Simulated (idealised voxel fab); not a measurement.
Process module heading - voxel wiring stack
In the cross-section labelled cut, the width is 205 nm and each square cell is 5 nm.
The cross-sections in this document take the form of a grid made of square cells. They are written out as bands, in order from top to bottom. Each band consists of one or more rows of cells. Per band: top height and bottom height in nm, followed by the left-to-right materials and their widths in nm; "edge to edge" marks a single material spanning edge to edge, "empty" marks empty space. Note: height 0 marks the level under which the wafer is uniformly one material as received. Lowest band unbounded below, written "top 0, no bottom". Note: "30..40" means the width goes from the first number (top row of the band) to the second number (bottom row) in equal steps per row of cells. "changes: none" (step): cross-section cells unchanged, all of them. "Closed void entries" contains a list of empty spaces, each no smaller than 8 cells and without an open way to the top, written in the form width x height at distance with the distance from the left edge and all three in nm. Read whatever lies past the settings on a step's line as the simulator's own remark about the step. You can add "overlay nm" to a step's line. For a step with a mask, it describes how far the mask lay to the right of its planned position, and a negative number describes a lay to the left.

Steps planned for the process:
1. RECEIVE: material Si
2. CONFORMAL_DEP: material SiO2, thk nm 15
3. DIRECTIONAL_DEP: material TiN, thk nm 5
4. DIRECTIONAL_DEP: material W, thk nm 20
5. DIRECTIONAL_DEP: material aC, thk nm 10
6. PATTERN: tone cover, mask id METAL_1, material resist, width nm 20, pitch nm 35, thk nm 30, overlay nm 0
7. DIRECTIONAL_ETCH: etch materials aC, depth nm 10
8. STRIP: etch materials resist
9. DIRECTIONAL_ETCH: etch materials W, depth nm 20
10. DIRECTIONAL_ETCH: etch materials TiN, depth nm 5
11. STRIP: etch materials aC
12. CONFORMAL_DEP: material SiN, thk nm 5
13. FILL_DEP: material SiO2, thk nm 5
14. CMP: height nm 40
15. CONFORMAL_DEP: material SiCN, thk nm 5
16. DIRECTIONAL_DEP: material lowk, thk nm 30
17. MASKED_ETCH: tone open, mask id METAL_2_HOLES, width nm 15, pitch nm 70, etch materials lowk, depth nm 30, overlay nm 0
18. PATTERN: tone open, mask id METAL_2, material resist, width nm 20, pitch nm 35, thk nm 20, overlay nm 0
19. DIRECTIONAL_ETCH: etch materials lowk, depth nm 15
20. DIRECTIONAL_ETCH: etch materials SiCN, depth nm 5
21. STRIP: etch materials resist
22. CONFORMAL_DEP: material TiN, thk nm 5
23. FILL_DEP: material Ru, thk nm 5
24. CMP: height nm 75
25. CONFORMAL_DEP: material SiCN, thk nm 5
26. DIRECTIONAL_DEP: material SiO2, thk nm 35
27. DIRECTIONAL_DEP: material aC, thk nm 15
28. PATTERN: tone open, mask id METAL_3, material resist, width nm 20, pitch nm 35, thk nm 30, overlay nm 0
29. DIRECTIONAL_ETCH: etch materials aC, depth nm 15
30. STRIP: etch materials resist
31. DIRECTIONAL_ETCH: etch materials SiO2, depth nm 20
32. STRIP: etch materials aC
33. MASKED_ETCH: tone open, mask id METAL_3_HOLES, width nm 15, pitch nm 70, etch materials SiO2, depth nm 15, overlay nm 0
34. MASKED_ETCH: tone open, mask id METAL_3_HOLES, width nm 15, pitch nm 70, etch materials SiCN, depth nm 5, overlay nm 0
35. CONFORMAL_DEP: material TiN, thk nm 5
36. FILL_DEP: material Ru, thk nm 5
37. CMP: height nm 115
38. CONFORMAL_DEP: material SiCN, thk nm 5
39. DIRECTIONAL_DEP: material SiO2, thk nm 35
40. DIRECTIONAL_DEP: material aC, thk nm 10
41. PATTERN: tone open, mask id METAL_4, material resist, width nm 20, pitch nm 35, thk nm 25, overlay nm 0
42. DIRECTIONAL_ETCH: etch materials aC, depth nm 10
43. STRIP: etch materials resist
44. DIRECTIONAL_ETCH: etch materials SiO2, depth nm 20
45. STRIP: etch materials aC
46. PATTERN: tone open, mask id METAL_4_HOLES, material resist, width nm 15, pitch nm 70, thk nm 20, overlay nm 0
47. DIRECTIONAL_ETCH: etch materials SiO2, depth nm 15
48. DIRECTIONAL_ETCH: etch materials SiCN, depth nm 5
49. STRIP: etch materials resist
50. CONFORMAL_DEP: material TiN, thk nm 5
51. FILL_DEP: material Cu, thk nm 10
52. CMP: height nm 155
53. CONFORMAL_DEP: material SiCN, thk nm 5

Cross-sectional view of the wafer in its as-received condition, corresponding to the state after step 1:
  top 0, no bottom | Si edge to edge
  Closed void entries: none

First of two wafers, end-of-module section, run followed plan:
  top 160, bottom 155 | SiCN edge to edge
  top 155, bottom 140 | 40 nm SiO2, 5 nm TiN, 10 nm Cu, 5 nm TiN, 15 nm SiO2, 5 nm TiN, 10 nm Cu, 5 nm TiN, 15 nm SiO2, 5 nm TiN, 10 nm Cu, 5 nm TiN, 15 nm SiO2, 5 nm TiN, 10 nm Cu, 5 nm TiN, 40 nm SiO2
  top 140, bottom 135 | 40 nm SiO2, 5 nm TiN, 5 nm Cu, 10 nm TiN, 15 nm SiO2, 20 nm TiN, 15 nm SiO2, 5 nm TiN, 5 nm Cu, 10 nm TiN, 15 nm SiO2, 20 nm TiN, 40 nm SiO2
  top 135, bottom 120 | 40 nm SiO2, 5 nm TiN, 5 nm Cu, 5 nm TiN, 55 nm SiO2, 5 nm TiN, 5 nm Cu, 5 nm TiN, 80 nm SiO2
  top 120, bottom 115 | 40 nm SiCN, 15 nm TiN, 55 nm SiCN, 15 nm TiN, 80 nm SiCN
  top 115, bottom 100 | 40 nm SiO2, 5 nm TiN, 10 nm Ru, 5 nm TiN, 15 nm SiO2, 5 nm TiN, 10 nm Ru, 5 nm TiN, 15 nm SiO2, 5 nm TiN, 10 nm Ru, 5 nm TiN, 15 nm SiO2, 5 nm TiN, 10 nm Ru, 5 nm TiN, 40 nm SiO2
  top 100, bottom 95 | 40 nm SiO2, 5 nm TiN, 5 nm Ru, 10 nm TiN, 15 nm SiO2, 20 nm TiN, 15 nm SiO2, 5 nm TiN, 5 nm Ru, 10 nm TiN, 15 nm SiO2, 20 nm TiN, 40 nm SiO2
  top 95, bottom 80 | 40 nm SiO2, 5 nm TiN, 5 nm Ru, 5 nm TiN, 55 nm SiO2, 5 nm TiN, 5 nm Ru, 5 nm TiN, 80 nm SiO2
  top 80, bottom 75 | 40 nm SiCN, 15 nm TiN, 55 nm SiCN, 15 nm TiN, 80 nm SiCN
  top 75, bottom 65 | 40 nm lowk, 5 nm TiN, 10 nm Ru, 5 nm TiN, 15 nm lowk, 5 nm TiN, 10 nm Ru, 5 nm TiN, 15 nm lowk, 5 nm TiN, 10 nm Ru, 5 nm TiN, 15 nm lowk, 5 nm TiN, 10 nm Ru, 5 nm TiN, 40 nm lowk
  top 65, bottom 60 | 40 nm lowk, 5 nm TiN, 5 nm Ru, 10 nm TiN, 15 nm lowk, 20 nm TiN, 15 nm lowk, 5 nm TiN, 5 nm Ru, 10 nm TiN, 15 nm lowk, 20 nm TiN, 40 nm lowk
  top 60, bottom 45 | 40 nm lowk, 5 nm TiN, 5 nm Ru, 5 nm TiN, 55 nm lowk, 5 nm TiN, 5 nm Ru, 5 nm TiN, 80 nm lowk
  top 45, bottom 40 | 40 nm SiCN, 15 nm TiN, 55 nm SiCN, 15 nm TiN, 80 nm SiCN
  top 40, bottom 20 | 35 nm SiO2, 5 nm SiN, 20 nm W, 5 nm SiN, 5 nm SiO2, 5 nm SiN, 20 nm W, 5 nm SiN, 5 nm SiO2, 5 nm SiN, 20 nm W, 5 nm SiN, 5 nm SiO2, 5 nm SiN, 20 nm W, 5 nm SiN, 35 nm SiO2
  top 20, bottom 15 | 40 nm SiN, 20 nm TiN, 15 nm SiN, 20 nm TiN, 15 nm SiN, 20 nm TiN, 15 nm SiN, 20 nm TiN, 40 nm SiN
  top 15, bottom 0 | SiO2 edge to edge
  top 0, no bottom | Si edge to edge
  Closed void entries: none

Wafer two cross-section, module end. Start and plan unchanged from wafer one; one mistake made during the run:
  top 160, bottom 155 | SiCN edge to edge
  top 155, bottom 140 | 40 nm SiO2, 5 nm TiN, 10 nm Cu, 5 nm TiN, 15 nm SiO2, 5 nm TiN, 10 nm Cu, 5 nm TiN, 15 nm SiO2, 5 nm TiN, 10 nm Cu, 5 nm TiN, 15 nm SiO2, 5 nm TiN, 10 nm Cu, 5 nm TiN, 40 nm SiO2
  top 140, bottom 135 | 40 nm SiO2, 5 nm TiN, 5 nm Cu, 10 nm TiN, 15 nm SiO2, 20 nm TiN, 15 nm SiO2, 5 nm TiN, 5 nm Cu, 10 nm TiN, 15 nm SiO2, 20 nm TiN, 40 nm SiO2
  top 135, bottom 120 | 40 nm SiO2, 5 nm TiN, 5 nm Cu, 5 nm TiN, 55 nm SiO2, 5 nm TiN, 5 nm Cu, 5 nm TiN, 80 nm SiO2
  top 120, bottom 115 | 40 nm SiCN, 15 nm TiN, 55 nm SiCN, 15 nm TiN, 80 nm SiCN
  top 115, bottom 100 | 40 nm SiO2, 5 nm TiN, 10 nm Ru, 5 nm TiN, 15 nm SiO2, 5 nm TiN, 10 nm Ru, 5 nm TiN, 15 nm SiO2, 5 nm TiN, 10 nm Ru, 5 nm TiN, 15 nm SiO2, 5 nm TiN, 10 nm Ru, 5 nm TiN, 40 nm SiO2
  top 100, bottom 95 | 40 nm SiO2, 5 nm TiN, 5 nm Ru, 10 nm TiN, 15 nm SiO2, 20 nm TiN, 15 nm SiO2, 5 nm TiN, 5 nm Ru, 10 nm TiN, 15 nm SiO2, 20 nm TiN, 40 nm SiO2
  top 95, bottom 80 | 40 nm SiO2, 5 nm TiN, 5 nm Ru, 5 nm TiN, 55 nm SiO2, 5 nm TiN, 5 nm Ru, 5 nm TiN, 80 nm SiO2
  top 80, bottom 75 | 40 nm SiCN, 15 nm TiN, 55 nm SiCN, 15 nm TiN, 80 nm SiCN
  top 75, bottom 65 | 40 nm lowk, 5 nm TiN, 10 nm Ru, 5 nm TiN, 15 nm lowk, 5 nm TiN, 10 nm Ru, 5 nm TiN, 15 nm lowk, 5 nm TiN, 10 nm Ru, 5 nm TiN, 15 nm lowk, 5 nm TiN, 10 nm Ru, 5 nm TiN, 40 nm lowk
  top 65, bottom 60 | 40 nm lowk, 5 nm TiN, 5 nm Ru, 10 nm TiN, 15 nm lowk, 20 nm TiN, 15 nm lowk, 5 nm TiN, 5 nm Ru, 10 nm TiN, 15 nm lowk, 20 nm TiN, 40 nm lowk
  top 60, bottom 45 | 40 nm lowk, 5 nm TiN, 5 nm Ru, 5 nm TiN, 55 nm lowk, 5 nm TiN, 5 nm Ru, 5 nm TiN, 80 nm lowk
  top 45, bottom 40 | 40 nm SiCN, 15 nm TiN, 55 nm SiCN, 15 nm TiN, 80 nm SiCN
  top 40, bottom 35 | 35 nm SiO2, 5 nm SiN, 20 nm W, 5 nm SiN, 5 nm SiO2, 5 nm SiN, 20 nm W, 5 nm SiN, 5 nm SiO2, 5 nm SiN, 20 nm W, 5 nm SiN, 5 nm SiO2, 5 nm SiN, 20 nm W, 5 nm SiN, 35 nm SiO2
  top 35, bottom 30 | 40 nm SiN, 20 nm TiN, 15 nm SiN, 20 nm TiN, 15 nm SiN, 20 nm TiN, 15 nm SiN, 20 nm TiN, 40 nm SiN
  top 30, bottom 0 | SiO2 edge to edge
  top 0, no bottom | Si edge to edge
  Closed void entries: none
Where did the run depart from the plan? step 2, plan: ran twice
at the end the second wafer has, in cells: SiN -24; SiO2 +72; W -48
